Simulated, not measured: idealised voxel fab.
process module | voxel transistor to metal
Square cell edge 5 nm, section width 215 nm, ID cut.
This document writes a cross-section as a grid whose cells are square, and gives it as bands, listed from the top down; one or more rows of cells form a band.
Read a band's entry like this: the first values are the height of its top and the height of its bottom in nm, and what follows is the sequence of materials from left to right, each with its width in nm. Note that "air" is empty space, and that a single material marked "edge to edge" reaches across the band from edge to edge.
Note: height 0 marks the level under which the wafer is uniformly one material as received. Lowest band unbounded below, written "0 and below".
So if you see something like "30 to 40" for the width, read it as the top row of the band sitting at the first number and the bottom row at the second, with every row in between moving by the same amount as the last.
For the purposes of this document, the phrase "same as before" attached to a step denotes that no cell within the cross-section was modified by that step.
This entry, "Fully sealed cavities", enumerates those empty regions of no fewer than 8 cells that possess no open connection to the top. Each region is reported in the form width x height at distance, the distance being taken from the left edge, with all three quantities expressed in nm.
Post-settings text on a step line: simulator's own remark regarding the step.
overlay nm: how far to the right of its planned place the mask lay on this masked step (negative: to the left).
**Steps planned for the process**
1,RECEIVE: material Si
2,CONFORMAL_DEP: material SiO2, thk nm 5
3,CONFORMAL_DEP: material SiN, thk nm 15
4,PATTERN: tone cover, mask id ACTIVE, material resist, width nm 110, thk nm 15, overlay nm 0
5,DIRECTIONAL_ETCH: etch materials SiN, depth nm 15
6,DIRECTIONAL_ETCH: etch materials SiO2, depth nm 5
7,DIRECTIONAL_ETCH: etch materials Si, depth nm 20
8,STRIP: etch materials resist
9,OXIDIZE: depth nm 5
10,FILL_DEP: material SiO2, thk nm 15
11,CMP: height nm 20
12,SELECTIVE_ETCH: etch materials SiO2, depth nm 10
13,STRIP: etch materials SiN
14,SELECTIVE_ETCH: etch materials SiO2, depth nm 5
15,OXIDIZE: depth nm 5
16,DIRECTIONAL_DEP: material polySi, thk nm 25
17,DIRECTIONAL_DEP: material SiCN, thk nm 10
18,MASKED_ETCH: tone cover, mask id GATE, width nm 20, etch materials SiCN, depth nm 20, overlay nm 0
19,MASKED_ETCH: tone cover, mask id GATE, width nm 20, etch materials polySi, depth nm 35, overlay nm 0
20,CONFORMAL_DEP: material SiO2, thk nm 5
21,DIRECTIONAL_ETCH: etch materials SiO2, depth nm 5
22,CONFORMAL_DEP: material SiN, thk nm 5
23,DIRECTIONAL_ETCH: etch materials SiN, depth nm 5
24,DIRECTIONAL_ETCH: etch materials SiO2, depth nm 5
25,DIRECTIONAL_ETCH: etch materials Si, depth nm 10
26,EPI: material SiGe, thk nm 15
27,FILL_DEP: material SiO2, thk nm 5
28,CMP: height nm 35
29,DIRECTIONAL_DEP: material SiO2, thk nm 15
30,DIRECTIONAL_DEP: material aC, thk nm 10
31,PATTERN: tone open, mask id CONTACT, material resist, width nm 20, pitch nm 70, thk nm 30, overlay nm 0
32,DIRECTIONAL_ETCH: etch materials aC, depth nm 10
33,STRIP: etch materials resist
34,DIRECTIONAL_ETCH: etch materials SiO2, depth nm 50
35,STRIP: etch materials aC
36,CONFORMAL_DEP: material TiN, thk nm 5
37,FILL_DEP: material W, thk nm 10
38,CMP: height nm 50
39,DIRECTIONAL_DEP: material TiN, thk nm 5
40,DIRECTIONAL_DEP: material Ru, thk nm 25
41,DIRECTIONAL_DEP: material aC, thk nm 15
42,PATTERN: tone cover, mask id METAL_1, material resist, width nm 20, pitch nm 70, thk nm 35, overlay nm 0
43,DIRECTIONAL_ETCH: etch materials aC, depth nm 15
44,STRIP: etch materials resist
45,DIRECTIONAL_ETCH: etch materials Ru, depth nm 25
46,DIRECTIONAL_ETCH: etch materials TiN, depth nm 5
47,STRIP: etch materials aC
48,FILL_DEP: material lowk, thk nm 10
49,CMP: height nm 80
50,CONFORMAL_DEP: material SiCN, thk nm 5
**Run as planned: first of two wafers**
**Incoming wafer, cross-sectional view, post step 1**
0 and below  Si edge to edge
Fully sealed cavities: none
**Upon completion of step 2, the wafer appears in cross-section as shown**
5 down to 0  SiO2 edge to edge
Everything under 0 stays put, no change at all.
**Upon completion of step 3, the wafer appears in cross-section as shown**
20 down to 5  SiN edge to edge
Everything under 5 stays put, no change at all.
**Upon completion of step 4, the wafer appears in cross-section as shown**
35 down to 20  50 air, 110 resist, 55 air
Everything under 20 stays put, no change at all.
**Upon completion of step 5, the wafer appears in cross-section as shown**
35 down to 20  50 air, 110 resist, 55 air
20 down to 5  50 air, 110 SiN, 55 air
Everything under 5 stays put, no change at all.
**Upon completion of step 6, the wafer appears in cross-section as shown**
35 down to 20  50 air, 110 resist, 55 air
20 down to 5  50 air, 110 SiN, 55 air
5 down to 0  50 air, 110 SiO2, 55 air
Everything under 0 stays put, no change at all.
**Upon completion of step 7, the wafer appears in cross-section as shown**
35 down to 20  50 air, 110 resist, 55 air
20 down to 5  50 air, 110 SiN, 55 air
5 down to 0  50 air, 110 SiO2, 55 air
0 down to -20  50 air, 110 Si, 55 air
Everything under -20 stays put, no change at all.
**Upon completion of step 8, the wafer appears in cross-section as shown**
20 down to 5  50 air, 110 SiN, 55 air
Everything under 5 stays put, no change at all.
**Upon completion of step 9, the wafer appears in cross-section as shown**
20 down to 5  50 air, 110 SiN, 55 air
5 down to 0  50 air, 110 SiO2, 55 air
0 down to -20  50 air, 5 SiO2, 100 Si, 5 SiO2, 55 air
-20 down to -25  55 SiO2, 100 Si, 60 SiO2
Everything under -25 stays put, no change at all.
**Upon completion of step 10, the wafer appears in cross-section as shown**
35 down to 20  SiO2 edge to edge
20 down to 5  50 SiO2, 110 SiN, 55 SiO2
5 down to 0  SiO2 edge to edge
0 down to -25  55 SiO2, 100 Si, 60 SiO2
Everything under -25 stays put, no change at all.
**Upon completion of step 11, the wafer appears in cross-section as shown**
20 down to 5  50 SiO2, 110 SiN, 55 SiO2
Everything under 5 stays put, no change at all.
**Upon completion of step 12, the wafer appears in cross-section as shown**
20 down to 10  50 air, 110 SiN, 55 air
Everything under 10 stays put, no change at all.
**Upon completion of step 13, the wafer appears in cross-section as shown**
10 down to 5  50 SiO2, 110 air, 55 SiO2
Everything under 5 stays put, no change at all.
**Upon completion of step 14, the wafer appears in cross-section as shown**
5 down to 0  45 SiO2, 120 air, 50 SiO2
Everything under 0 stays put, no change at all.
**Upon completion of step 15, the wafer appears in cross-section as shown**
5 down to 0  45 SiO2, 120 air, 50 SiO2
0 down to -5  SiO2 edge to edge
Everything under -5 stays put, no change at all.
**Upon completion of step 16, the wafer appears in cross-section as shown**
30 down to 25  45 polySi, 120 air, 50 polySi
25 down to 5  polySi edge to edge
5 down to 0  45 SiO2, 120 polySi, 50 SiO2
Everything under 0 stays put, no change at all.
**Upon completion of step 17, the wafer appears in cross-section as shown**
40 down to 35  45 SiCN, 120 air, 50 SiCN
35 down to 30  SiCN edge to edge
30 down to 25  45 polySi, 120 SiCN, 50 polySi
Everything under 25 stays put, no change at all.
**Upon completion of step 18, the wafer appears in cross-section as shown**
35 down to 30  95 air, 20 SiCN, 100 air
30 down to 25  45 polySi, 50 air, 20 SiCN, 50 air, 50 polySi
Everything under 25 stays put, no change at all.
**Upon completion of step 19, the wafer appears in cross-section as shown**
35 down to 25  95 air, 20 SiCN, 100 air
25 down to 5  95 air, 20 polySi, 100 air
5 down to 0  45 SiO2, 50 air, 20 polySi, 50 air, 50 SiO2
Everything under 0 stays put, no change at all.
**Upon completion of step 20, the wafer appears in cross-section as shown**
40 down to 35  90 air, 30 SiO2, 95 air
35 down to 25  90 air, 5 SiO2, 20 SiCN, 5 SiO2, 95 air
25 down to 10  90 air, 5 SiO2, 20 polySi, 5 SiO2, 95 air
10 down to 5  50 SiO2, 40 air, 5 SiO2, 20 polySi, 5 SiO2, 40 air, 55 SiO2
5 down to 0  95 SiO2, 20 polySi, 100 SiO2
Everything under 0 stays put, no change at all.
**Upon completion of step 21, the wafer appears in cross-section as shown**
35 down to 25  90 air, 5 SiO2, 20 SiCN, 5 SiO2, 95 air
25 down to 5  90 air, 5 SiO2, 20 polySi, 5 SiO2, 95 air
5 down to 0  50 SiO2, 40 air, 5 SiO2, 20 polySi, 5 SiO2, 40 air, 55 SiO2
Everything under 0 stays put, no change at all.
**Upon completion of step 22, the wafer appears in cross-section as shown**
40 down to 35  85 air, 40 SiN, 90 air
35 down to 25  85 air, 5 SiN, 5 SiO2, 20 SiCN, 5 SiO2, 5 SiN, 90 air
25 down to 10  85 air, 5 SiN, 5 SiO2, 20 polySi, 5 SiO2, 5 SiN, 90 air
10 down to 5  55 SiN, 30 air, 5 SiN, 5 SiO2, 20 polySi, 5 SiO2, 5 SiN, 30 air, 60 SiN
5 down to 0  50 SiO2, 40 SiN, 5 SiO2, 20 polySi, 5 SiO2, 40 SiN, 55 SiO2
Everything under 0 stays put, no change at all.
**Upon completion of step 23, the wafer appears in cross-section as shown**
35 down to 25  85 air, 5 SiN, 5 SiO2, 20 SiCN, 5 SiO2, 5 SiN, 90 air
25 down to 5  85 air, 5 SiN, 5 SiO2, 20 polySi, 5 SiO2, 5 SiN, 90 air
5 down to 0  50 SiO2, 5 SiN, 30 air, 5 SiN, 5 SiO2, 20 polySi, 5 SiO2, 5 SiN, 30 air, 5 SiN, 55 SiO2
Everything under 0 stays put, no change at all.
**Upon completion of step 24, the wafer appears in cross-section as shown**
35 down to 30  85 air, 5 SiN, 5 air, 20 SiCN, 5 air, 5 SiN, 90 air
30 down to 25  85 air, 5 SiN, 5 SiO2, 20 SiCN, 5 SiO2, 5 SiN, 90 air
25 down to 5  85 air, 5 SiN, 5 SiO2, 20 polySi, 5 SiO2, 5 SiN, 90 air
5 down to 0  50 air, 5 SiN, 30 air, 5 SiN, 5 SiO2, 20 polySi, 5 SiO2, 5 SiN, 30 air, 5 SiN, 55 air
0 down to -5  55 SiO2, 30 air, 40 SiO2, 30 air, 60 SiO2
Everything under -5 stays put, no change at all.
**Upon completion of step 25, the wafer appears in cross-section as shown**
35 down to 30  85 air, 5 SiN, 5 air, 20 SiCN, 5 air, 5 SiN, 90 air
30 down to 25  85 air, 5 SiN, 5 SiO2, 20 SiCN, 5 SiO2, 5 SiN, 90 air
25 down to 5  85 air, 5 SiN, 5 SiO2, 20 polySi, 5 SiO2, 5 SiN, 90 air
5 down to 0  50 air, 5 SiN, 30 air, 5 SiN, 5 SiO2, 20 polySi, 5 SiO2, 5 SiN, 30 air, 5 SiN, 55 air
0 down to -5  55 SiO2, 30 air, 40 SiO2, 30 air, 60 SiO2
-5 down to -15  55 SiO2, 30 air, 40 Si, 30 air, 60 SiO2
Everything under -15 stays put, no change at all.
**Upon completion of step 26, the wafer appears in cross-section as shown**
35 down to 30  85 air, 5 SiN, 5 air, 20 SiCN, 5 air, 5 SiN, 90 air
30 down to 25  85 air, 5 SiN, 5 SiO2, 20 SiCN, 5 SiO2, 5 SiN, 90 air
25 down to 10  85 air, 5 SiN, 5 SiO2, 20 polySi, 5 SiO2, 5 SiN, 90 air
10 down to 5  70 air, 15 SiGe, 5 SiN, 5 SiO2, 20 polySi, 5 SiO2, 5 SiN, 15 SiGe, 75 air
5 down to 0  50 air, 5 SiN, 15 air, 15 SiGe, 5 SiN, 5 SiO2, 20 polySi, 5 SiO2, 5 SiN, 15 SiGe, 15 air, 5 SiN, 55 air
0 down to -5  55 SiO2, 30 SiGe, 40 SiO2, 30 SiGe, 60 SiO2
-5 down to -15  55 SiO2, 30 SiGe, 40 Si, 30 SiGe, 60 SiO2
Everything under -15 stays put, no change at all.
**Upon completion of step 27, the wafer appears in cross-section as shown**
40 down to 35  SiO2 edge to edge
35 down to 25  85 SiO2, 5 SiN, 5 SiO2, 20 SiCN, 5 SiO2, 5 SiN, 90 SiO2
25 down to 10  85 SiO2, 5 SiN, 5 SiO2, 20 polySi, 5 SiO2, 5 SiN, 90 SiO2
10 down to 5  70 SiO2, 15 SiGe, 5 SiN, 5 SiO2, 20 polySi, 5 SiO2, 5 SiN, 15 SiGe, 75 SiO2
5 down to 0  50 SiO2, 5 SiN, 15 SiO2, 15 SiGe, 5 SiN, 5 SiO2, 20 polySi, 5 SiO2, 5 SiN, 15 SiGe, 15 SiO2, 5 SiN, 55 SiO2
Everything under 0 stays put, no change at all.
**Upon completion of step 28, the wafer appears in cross-section as shown**
35 down to 25  85 SiO2, 5 SiN, 5 SiO2, 20 SiCN, 5 SiO2, 5 SiN, 90 SiO2
Everything under 25 stays put, no change at all.
**Upon completion of step 29, the wafer appears in cross-section as shown**
50 down to 35  SiO2 edge to edge
Everything under 35 stays put, no change at all.
**Upon completion of step 30, the wafer appears in cross-section as shown**
60 down to 50  aC edge to edge
Everything under 50 stays put, no change at all.
**Upon completion of step 31, the wafer appears in cross-section as shown**
90 down to 60  60 resist, 20 air, 50 resist, 20 air, 65 resist
Everything under 60 stays put, no change at all.
**Upon completion of step 32, the wafer appears in cross-section as shown**
80 down to 60  60 resist, 20 air, 50 resist, 20 air, 65 resist
60 down to 50  60 aC, 20 air, 50 aC, 20 air, 65 aC
Everything under 50 stays put, no change at all.
**Upon completion of step 33, the wafer appears in cross-section as shown**
60 down to 50  60 aC, 20 air, 50 aC, 20 air, 65 aC
Everything under 50 stays put, no change at all.
**Upon completion of step 34, the wafer appears in cross-section as shown**
60 down to 50  60 aC, 20 air, 50 aC, 20 air, 65 aC
50 down to 35  60 SiO2, 20 air, 50 SiO2, 20 air, 65 SiO2
35 down to 25  60 SiO2, 20 air, 5 SiO2, 5 SiN, 5 SiO2, 20 SiCN, 5 SiO2, 5 SiN, 5 SiO2, 20 air, 65 SiO2
25 down to 10  60 SiO2, 20 air, 5 SiO2, 5 SiN, 5 SiO2, 20 polySi, 5 SiO2, 5 SiN, 5 SiO2, 20 air, 65 SiO2
10 down to 5  60 SiO2, 10 air, 15 SiGe, 5 SiN, 5 SiO2, 20 polySi, 5 SiO2, 5 SiN, 15 SiGe, 10 air, 65 SiO2
5 down to 0  50 SiO2, 5 SiN, 5 SiO2, 10 air, 15 SiGe, 5 SiN, 5 SiO2, 20 polySi, 5 SiO2, 5 SiN, 15 SiGe, 10 air, 5 SiO2, 5 SiN, 55 SiO2
Everything under 0 stays put, no change at all.
**Upon completion of step 35, the wafer appears in cross-section as shown**
50 down to 35  60 SiO2, 20 air, 50 SiO2, 20 air, 65 SiO2
Everything under 35 stays put, no change at all.
**Upon completion of step 36, the wafer appears in cross-section as shown**
55 down to 50  65 TiN, 10 air, 60 TiN, 10 air, 70 TiN
50 down to 35  60 SiO2, 5 TiN, 10 air, 5 TiN, 50 SiO2, 5 TiN, 10 air, 5 TiN, 65 SiO2
35 down to 25  60 SiO2, 5 TiN, 10 air, 5 TiN, 5 SiO2, 5 SiN, 5 SiO2, 20 SiCN, 5 SiO2, 5 SiN, 5 SiO2, 5 TiN, 10 air, 5 TiN, 65 SiO2
25 down to 15  60 SiO2, 5 TiN, 10 air, 5 TiN, 5 SiO2, 5 SiN, 5 SiO2, 20 polySi, 5 SiO2, 5 SiN, 5 SiO2, 5 TiN, 10 air, 5 TiN, 65 SiO2
15 down to 10  60 SiO2, 20 TiN, 5 SiO2, 5 SiN, 5 SiO2, 20 polySi, 5 SiO2, 5 SiN, 5 SiO2, 20 TiN, 65 SiO2
10 down to 5  60 SiO2, 10 TiN, 15 SiGe, 5 SiN, 5 SiO2, 20 polySi, 5 SiO2, 5 SiN, 15 SiGe, 10 TiN, 65 SiO2
5 down to 0  50 SiO2, 5 SiN, 5 SiO2, 10 TiN, 15 SiGe, 5 SiN, 5 SiO2, 20 polySi, 5 SiO2, 5 SiN, 15 SiGe, 10 TiN, 5 SiO2, 5 SiN, 55 SiO2
Everything under 0 stays put, no change at all.
**Upon completion of step 37, the wafer appears in cross-section as shown**
65 down to 55  W edge to edge
55 down to 50  65 TiN, 10 W, 60 TiN, 10 W, 70 TiN
50 down to 35  60 SiO2, 5 TiN, 10 W, 5 TiN, 50 SiO2, 5 TiN, 10 W, 5 TiN, 65 SiO2
35 down to 25  60 SiO2, 5 TiN, 10 W, 5 TiN, 5 SiO2, 5 SiN, 5 SiO2, 20 SiCN, 5 SiO2, 5 SiN, 5 SiO2, 5 TiN, 10 W, 5 TiN, 65 SiO2
25 down to 15  60 SiO2, 5 TiN, 10 W, 5 TiN, 5 SiO2, 5 SiN, 5 SiO2, 20 polySi, 5 SiO2, 5 SiN, 5 SiO2, 5 TiN, 10 W, 5 TiN, 65 SiO2
Everything under 15 stays put, no change at all.
**Upon completion of step 38, the wafer appears in cross-section as shown**
50 down to 35  60 SiO2, 5 TiN, 10 W, 5 TiN, 50 SiO2, 5 TiN, 10 W, 5 TiN, 65 SiO2
Everything under 35 stays put, no change at all.
**Upon completion of step 39, the wafer appears in cross-section as shown**
55 down to 50  TiN edge to edge
Everything under 50 stays put, no change at all.
**Upon completion of step 40, the wafer appears in cross-section as shown**
80 down to 55  Ru edge to edge
Everything under 55 stays put, no change at all.
**Upon completion of step 41, the wafer appears in cross-section as shown**
95 down to 80  aC edge to edge
Everything under 80 stays put, no change at all.
**Upon completion of step 42, the wafer appears in cross-section as shown**
130 down to 95  60 air, 20 resist, 50 air, 20 resist, 65 air
Everything under 95 stays put, no change at all.
**Upon completion of step 43, the wafer appears in cross-section as shown**
115 down to 95  60 air, 20 resist, 50 air, 20 resist, 65 air
95 down to 80  60 air, 20 aC, 50 air, 20 aC, 65 air
Everything under 80 stays put, no change at all.
**Upon completion of step 44, the wafer appears in cross-section as shown**
95 down to 80  60 air, 20 aC, 50 air, 20 aC, 65 air
Everything under 80 stays put, no change at all.
**Upon completion of step 45, the wafer appears in cross-section as shown**
95 down to 80  60 air, 20 aC, 50 air, 20 aC, 65 air
80 down to 55  60 air, 20 Ru, 50 air, 20 Ru, 65 air
Everything under 55 stays put, no change at all.
**Upon completion of step 46, the wafer appears in cross-section as shown**
95 down to 80  60 air, 20 aC, 50 air, 20 aC, 65 air
80 down to 55  60 air, 20 Ru, 50 air, 20 Ru, 65 air
55 down to 50  60 air, 20 TiN, 50 air, 20 TiN, 65 air
Everything under 50 stays put, no change at all.
**Upon completion of step 47, the wafer appears in cross-section as shown**
80 down to 55  60 air, 20 Ru, 50 air, 20 Ru, 65 air
Everything under 55 stays put, no change at all.
**Upon completion of step 48, the wafer appears in cross-section as shown**
90 down to 80  lowk edge to edge
80 down to 55  60 lowk, 20 Ru, 50 lowk, 20 Ru, 65 lowk
55 down to 50  60 lowk, 20 TiN, 50 lowk, 20 TiN, 65 lowk
Everything under 50 stays put, no change at all.
**Upon completion of step 49, the wafer appears in cross-section as shown**
80 down to 55  60 lowk, 20 Ru, 50 lowk, 20 Ru, 65 lowk
Everything under 55 stays put, no change at all.
**Upon completion of step 50, the wafer appears in cross-section as shown**
85 down to 80  SiCN edge to edge
Everything under 80 stays put, no change at all.
**Now the other wafer: same start, same recipe, but we messed up one thing when running it. Up to and including step 41 it's the same as the first one**
**Look at the second wafer in cross-section at the time step 42 ought to have finished**
130 down to 95  65 air, 15 resist, 55 air, 15 resist, 65 air
Everything under 95 stays put, no change at all.
**Look at the second wafer in cross-section at the time step 43 ought to have finished**
115 down to 95  65 air, 15 resist, 55 air, 15 resist, 65 air
95 down to 80  65 air, 15 aC, 55 air, 15 aC, 65 air
Everything under 80 stays put, no change at all.
**Look at the second wafer in cross-section at the time step 44 ought to have finished**
95 down to 80  65 air, 15 aC, 55 air, 15 aC, 65 air
Everything under 80 stays put, no change at all.
**Look at the second wafer in cross-section at the time step 45 ought to have finished**
95 down to 80  65 air, 15 aC, 55 air, 15 aC, 65 air
80 down to 55  65 air, 15 Ru, 55 air, 15 Ru, 65 air
Everything under 55 stays put, no change at all.
**Look at the second wafer in cross-section at the time step 46 ought to have finished**
95 down to 80  65 air, 15 aC, 55 air, 15 aC, 65 air
80 down to 55  65 air, 15 Ru, 55 air, 15 Ru, 65 air
55 down to 50  65 air, 15 TiN, 55 air, 15 TiN, 65 air
Everything under 50 stays put, no change at all.
**Look at the second wafer in cross-section at the time step 47 ought to have finished**
80 down to 55  65 air, 15 Ru, 55 air, 15 Ru, 65 air
Everything under 55 stays put, no change at all.
**Look at the second wafer in cross-section at the time step 48 ought to have finished**
90 down to 80  lowk edge to edge
80 down to 55  65 lowk, 15 Ru, 55 lowk, 15 Ru, 65 lowk
55 down to 50  65 lowk, 15 TiN, 55 lowk, 15 TiN, 65 lowk
Everything under 50 stays put, no change at all.
**Look at the second wafer in cross-section at the time step 49 ought to have finished**
80 down to 55  65 lowk, 15 Ru, 55 lowk, 15 Ru, 65 lowk
Everything under 55 stays put, no change at all.
**Look at the second wafer in cross-section at the time step 50 ought to have finished**
85 down to 80  SiCN edge to edge
Everything under 80 stays put, no change at all.
What was the processing mistake? step 42 did not use the planned setting and instead ran as PATTERN: tone cover, mask id METAL_1, material resist, width nm 15, pitch nm 70, thk nm 35, overlay nm 0
Final comparison by cell count, materials where the second wafer has more or fewer than the first: 10 fewer of Ru; 2 fewer of TiN; 12 more of lowk
